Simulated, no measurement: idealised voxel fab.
Process module name: voxel self aligned vias
Displayed cross-section: cut, width of 175 nm, square cells sized 5 nm.
Bands, listed from the top down, are how a cross-section gets written in this document; the cross-section itself is a grid of square cells, and a band is one or more rows of them. Top, bottom (nm), then materials left to right with widths (nm); lone material tagged "edge to edge" fills the whole band edge to edge; "air" = empty space. Note: height 0 marks the level under which the wafer is uniformly one material as received. Lowest band unbounded below, written "z 0 and below". Width: "30 to 40" (first number = top row, second number = bottom row, same change from row to row of cells). The designation "nothing got changed", where it is given for a processing step, indicates that no cell of the cross-section was altered in the course of that step. The list in "Unvented cavities" covers empty spaces of 8 cells or more that cannot reach the top through any open way, and it gives each as width x height at distance; the distance is from the left edge, and width, height and distance are in nm. Formally, on a step line, whatever follows the settings is a remark that the simulator itself makes on the step. You can add "overlay nm" to a step's line. For a step with a mask, it describes how far the mask lay to the right of its planned position, and a negative number describes a lay to the left.
Listed below are the process steps as planned:
step 1: RECEIVE | material Si
step 2: CONFORMAL_DEP | material SiO2 | thk nm 15
step 3: CONFORMAL_DEP | material SiCN | thk nm 5
step 4: DIRECTIONAL_DEP | material lowk | thk nm 20
step 5: PATTERN | tone open | mask id LINES | material resist | width nm 20 | pitch nm 70 | thk nm 15 | overlay nm 0
step 6: DIRECTIONAL_ETCH | etch materials lowk | depth nm 20
step 7: STRIP | etch materials resist
step 8: CONFORMAL_DEP | material TiN | thk nm 5
step 9: FILL_DEP | material Ru | thk nm 10
step 10: CMP | height nm 40
step 11: SELECTIVE_ETCH | etch materials W Ru TiN | depth nm 5
step 12: FILL_DEP | material SiN | thk nm 10
step 13: CMP | height nm 40
step 14: DIRECTIONAL_DEP | material lowk | thk nm 20
step 15: PATTERN | tone open | mask id VIAS | material resist | width nm 40 | thk nm 20 | overlay nm 0
step 16: DIRECTIONAL_ETCH | etch materials lowk | depth nm 20
step 17: DIRECTIONAL_ETCH | etch materials SiN | depth nm 5
step 18: STRIP | etch materials resist
step 19: CONFORMAL_DEP | material TiN | thk nm 5
step 20: FILL_DEP | material W | thk nm 5
step 21: CMP | height nm 60
step 22: CONFORMAL_DEP | material SiCN | thk nm 5
Cross-section of the wafer upon arrival, representing the state reached after step 1:
* z 0 and below  Si edge to edge
* Unvented cavities: none
The first of two wafers, cross-sectioned at the end of the module, with the run proceeding as planned:
* z 65 to 60  SiCN edge to edge
* z 60 to 45  lowk 30  TiN 5  W 30  TiN 5  lowk 105
* z 45 to 40  lowk 30  TiN 15  W 10  TiN 15  lowk 105
* z 40 to 35  lowk 40  TiN 20  lowk 50  SiN 20  lowk 45
* z 35 to 25  lowk 40  TiN 5  Ru 10  TiN 5  lowk 50  TiN 5  Ru 10  TiN 5  lowk 45
* z 25 to 20  lowk 40  TiN 20  lowk 50  TiN 20  lowk 45
* z 20 to 15  SiCN edge to edge
* z 15 to 0  SiO2 edge to edge
* z 0 and below  Si edge to edge
* Unvented cavities: none
Second wafer at the end: like start, like plan, one mistake:
* z 65 to 60  SiCN edge to edge
* z 60 to 40  lowk 30  TiN 5  W 30  TiN 5  lowk 105
* z 40 to 35  lowk 30  TiN 40  lowk 40  SiN 20  lowk 45
* z 35 to 25  lowk 30  TiN 15  Ru 10  TiN 15  lowk 40  TiN 5  Ru 10  TiN 5  lowk 45
* z 25 to 20  lowk 30  TiN 40  lowk 40  TiN 20  lowk 45
* z 20 to 15  SiCN edge to edge
* z 15 to 0  SiO2 edge to edge
* z 0 and below  Si edge to edge
* Unvented cavities: none
Nonconformance to the process plan: twice, step 16 of the plan was run
Looking at both finished wafers in cells, the second ends up ahead of or behind the first on some materials: 12 more of TiN, 4 more of W, 16 fewer of lowk
